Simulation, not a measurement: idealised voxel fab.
The following is a process module called voxel fin reveal.
Pictured: cross-section cut, 230 nm wide, on a grid of 5 nm square cells.
Reading order for cross-sections: top band down to bottom band. Underlying form: a grid of square cells. Band size: one or more rows of cells.
Band entry format. Leading values: height of top, height of bottom, nm. Remainder: materials in left-to-right order, each with its width in nm. Special words: "everywhere" on a single material, which then fills the band edge to edge; "empty", empty space.
All heights in this document are referenced to 0, defined as the level beneath which the wafer, as received, consists entirely of one material. The lowest band is not bounded below; it extends indefinitely downward and is written in the form "0 nm and below".
Top row gets the first number, bottom row gets the second, and each row in between changes by the same step: that is how a band width like "30->40" works.
Take "remains unaltered" at face value: in the step it is given for, the cross-section changed in none of its cells.
Each empty space that has no open way to the top and spans at least 8 cells appears under "Sealed voids" as width x height at distance, the distance counted from the left edge, all in nm.
Heads up: the bit after the settings on a step's line is the simulator's remark on that step.
overlay nm: where the mask lay relative to plan, measured to the right, on steps with a mask; negatives go left.

### The following list gives the planned process steps
1: RECEIVE [material Si]
2: CONFORMAL_DEP [material SiN] [thk nm 5]
3: MASKED_ETCH [tone cover] [mask id FINS] [width nm 15] [pitch nm 35] [etch materials SiN] [depth nm 5] [overlay nm 0]
4: MASKED_ETCH [tone cover] [mask id FINS] [width nm 15] [pitch nm 35] [etch materials Si] [depth nm 30] [overlay nm 0]
5: OXIDIZE [depth nm 5]
6: FILL_DEP [material SiO2] [thk nm 5]
7: CMP [height nm 5]
8: SELECTIVE_ETCH [etch materials SiO2] [depth nm 25]
9: STRIP [etch materials SiN]

### Received-state cross-section, reflecting completion of step 1
- 0 nm and below | Si everywhere
- Sealed voids: none

### The cross-section shown corresponds to the wafer at the conclusion of the module. The initial structure and the process plan are those presented above; however, one mistake occurred in executing the plan
- -5 nm to -20 nm | empty: 95 | Si: 5 | empty: 30 | Si: 5 | empty: 95
- -20 nm to -35 nm | SiO2: 95 | Si: 5 | SiO2: 30 | Si: 5 | SiO2: 95
- -35 nm and below | Si everywhere
- Sealed voids: none
What was done differently from what was planned? with respect to the plan, step 2 was omitted and not executed
